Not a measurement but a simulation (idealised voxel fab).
Process module in this document: voxel self aligned vias
Xsec cut, 190 nm wide, square cell size 5 nm.
Bands, listed from the top down, are how a cross-section gets written in this document; the cross-section itself is a grid of square cells, and a band is one or more rows of them. Per band: top height and bottom height in nm, followed by the left-to-right materials and their widths in nm; "edge to edge" marks a single material spanning edge to edge, "blank" marks empty space. For the purposes of this specification, 0 denotes the height below which the wafer in its as-received condition is composed wholly of one material, and the lowermost band, lacking a lower limit, extends downward without end, as expressed in "0 and below". The expression "30 to 40" gives the width at the extremes of the band, the first number at its top row of cells and the second at its bottom row, with the width changing by equal amounts from each row to the next in between. No cell of the cross-section changed in a step that is given as "no change". Empty spaces counting at least 8 cells and having no open way to the top are listed in "Unvented internal voids". The notation width x height at distance is used for each, the distance being from the left edge and all three values in nm. Past the settings on a step's line: simulator remark, on that step. overlay nm: step with mask; distance mask lay right of planned place; negative value = left of planned place.
THE PLANNED PROCESS STEPS ARE ENUMERATED HEREUNDER
step 1: RECEIVE | material Si
step 2: CONFORMAL_DEP | material SiO2 | thk nm 15
step 3: CONFORMAL_DEP | material SiCN | thk nm 5
step 4: DIRECTIONAL_DEP | material lowk | thk nm 25
step 5: PATTERN | tone open | mask id LINES | material resist | width nm 30 | pitch nm 55 | thk nm 15 | overlay nm 0
step 6: DIRECTIONAL_ETCH | etch materials lowk | depth nm 25
step 7: STRIP | etch materials resist
step 8: CONFORMAL_DEP | material TiN | thk nm 5
step 9: FILL_DEP | material W | thk nm 10
step 10: CMP | height nm 45
step 11: SELECTIVE_ETCH | etch materials W Ru TiN | depth nm 5
step 12: FILL_DEP | material SiN | thk nm 10
step 13: CMP | height nm 45
step 14: DIRECTIONAL_DEP | material lowk | thk nm 15
step 15: MASKED_ETCH | tone open | mask id VIAS | width nm 40 | pitch nm 55 | etch materials lowk | depth nm 15 | overlay nm 0
step 16: MASKED_ETCH | tone open | mask id VIAS | width nm 40 | pitch nm 55 | etch materials SiN | depth nm 5 | overlay nm 0
step 17: CONFORMAL_DEP | material TiN | thk nm 5
step 18: FILL_DEP | material Ru | thk nm 5
step 19: CMP | height nm 60
step 20: CONFORMAL_DEP | material SiCN | thk nm 5
THE FIRST OF THE TWO WAFERS, WHICH RAN AS PLANNED
STEP 1 COMPLETE: CROSS-SECTION OF THE WAFER AS RECEIVED
	0 and below  Si edge to edge
	Unvented internal voids: none
AFTER STEP 2
	15 down to 0  SiO2 edge to edge
	For the remainder of the cross-section, below 0, there is no change.
AFTER STEP 3
	20 down to 15  SiCN edge to edge
	For the remainder of the cross-section, below 15, there is no change.
AFTER STEP 4
	45 down to 20  lowk edge to edge
	For the remainder of the cross-section, below 20, there is no change.
AFTER STEP 5
	60 down to 45  resist (50), then blank (30), then resist (25), then blank (30), then resist (55)
	For the remainder of the cross-section, below 45, there is no change.
AFTER STEP 6
	60 down to 45  resist (50), then blank (30), then resist (25), then blank (30), then resist (55)
	45 down to 20  lowk (50), then blank (30), then lowk (25), then blank (30), then lowk (55)
	For the remainder of the cross-section, below 20, there is no change.
AFTER STEP 7
	45 down to 20  lowk (50), then blank (30), then lowk (25), then blank (30), then lowk (55)
	For the remainder of the cross-section, below 20, there is no change.
AFTER STEP 8
	50 down to 45  TiN (55), then blank (20), then TiN (35), then blank (20), then TiN (60)
	45 down to 25  lowk (50), then TiN (5), then blank (20), then TiN (5), then lowk (25), then TiN (5), then blank (20), then TiN (5), then lowk (55)
	25 down to 20  lowk (50), then TiN (30), then lowk (25), then TiN (30), then lowk (55)
	For the remainder of the cross-section, below 20, there is no change.
AFTER STEP 9
	60 down to 50  W edge to edge
	50 down to 45  TiN (55), then W (20), then TiN (35), then W (20), then TiN (60)
	45 down to 25  lowk (50), then TiN (5), then W (20), then TiN (5), then lowk (25), then TiN (5), then W (20), then TiN (5), then lowk (55)
	For the remainder of the cross-section, below 25, there is no change.
AFTER STEP 10
	45 down to 25  lowk (50), then TiN (5), then W (20), then TiN (5), then lowk (25), then TiN (5), then W (20), then TiN (5), then lowk (55)
	For the remainder of the cross-section, below 25, there is no change.
AFTER STEP 11
	45 down to 40  lowk (50), then blank (30), then lowk (25), then blank (30), then lowk (55)
	For the remainder of the cross-section, below 40, there is no change.
AFTER STEP 12
	55 down to 45  SiN edge to edge
	45 down to 40  lowk (50), then SiN (30), then lowk (25), then SiN (30), then lowk (55)
	For the remainder of the cross-section, below 40, there is no change.
AFTER STEP 13
	45 down to 40  lowk (50), then SiN (30), then lowk (25), then SiN (30), then lowk (55)
	For the remainder of the cross-section, below 40, there is no change.
AFTER STEP 14
	60 down to 45  lowk edge to edge
	For the remainder of the cross-section, below 45, there is no change.
AFTER STEP 15
	60 down to 45  lowk (45), then blank (40), then lowk (15), then blank (40), then lowk (50)
	For the remainder of the cross-section, below 45, there is no change.
AFTER STEP 16
	60 down to 45  lowk (45), then blank (40), then lowk (15), then blank (40), then lowk (50)
	45 down to 40  lowk (50), then blank (30), then lowk (25), then blank (30), then lowk (55)
	For the remainder of the cross-section, below 40, there is no change.
AFTER STEP 17
	65 down to 60  TiN (50), then blank (30), then TiN (25), then blank (30), then TiN (55)
	60 down to 50  lowk (45), then TiN (5), then blank (30), then TiN (5), then lowk (15), then TiN (5), then blank (30), then TiN (5), then lowk (50)
	50 down to 45  lowk (45), then TiN (10), then blank (20), then TiN (10), then lowk (15), then TiN (10), then blank (20), then TiN (10), then lowk (50)
	45 down to 40  lowk (50), then TiN (30), then lowk (25), then TiN (30), then lowk (55)
	For the remainder of the cross-section, below 40, there is no change.
AFTER STEP 18
	70 down to 65  Ru edge to edge
	65 down to 60  TiN (50), then Ru (30), then TiN (25), then Ru (30), then TiN (55)
	60 down to 50  lowk (45), then TiN (5), then Ru (30), then TiN (5), then lowk (15), then TiN (5), then Ru (30), then TiN (5), then lowk (50)
	50 down to 45  lowk (45), then TiN (10), then Ru (20), then TiN (10), then lowk (15), then TiN (10), then Ru (20), then TiN (10), then lowk (50)
	For the remainder of the cross-section, below 45, there is no change.
AFTER STEP 19
	60 down to 50  lowk (45), then TiN (5), then Ru (30), then TiN (5), then lowk (15), then TiN (5), then Ru (30), then TiN (5), then lowk (50)
	For the remainder of the cross-section, below 50, there is no change.
AFTER STEP 20
	65 down to 60  SiCN edge to edge
	For the remainder of the cross-section, below 60, there is no change.
SECOND WAFER. START AND PLAN AS FOR THE FIRST. ONE MISTAKE MADE IN RUNNING. AGREES WITH THE FIRST UP TO AND INCLUDING STEP 13
CROSS-SECTION: SECOND WAFER, TIME AT WHICH STEP 14 WAS SCHEDULED TO END
	60 down to 45  SiCN edge to edge
	For the remainder of the cross-section, below 45, there is no change.
Cross-section: second wafer, time at which step 15 was scheduled to end: no change
Cross-section: second wafer, time at which step 16 was scheduled to end: no change
CROSS-SECTION: SECOND WAFER, TIME AT WHICH STEP 17 WAS SCHEDULED TO END
	65 down to 60  TiN edge to edge
	For the remainder of the cross-section, below 60, there is no change.
CROSS-SECTION: SECOND WAFER, TIME AT WHICH STEP 18 WAS SCHEDULED TO END
	70 down to 65  Ru edge to edge
	For the remainder of the cross-section, below 65, there is no change.
CROSS-SECTION: SECOND WAFER, TIME AT WHICH STEP 19 WAS SCHEDULED TO END
	60 down to 45  SiCN edge to edge
	For the remainder of the cross-section, below 45, there is no change.
CROSS-SECTION: SECOND WAFER, TIME AT WHICH STEP 20 WAS SCHEDULED TO END
	65 down to 45  SiCN edge to edge
	For the remainder of the cross-section, below 45, there is no change.
Here's what went sideways: step 14 deviated from plan and actually ran as DIRECTIONAL_DEP | material SiCN | thk nm 15
Once processing is complete, comparing cell counts shows that the second wafer has more or fewer of certain materials than the first: Ru: 32 fewer, SiCN: 114 more, SiN: 12 more, TiN: 28 fewer, lowk: 66 fewer
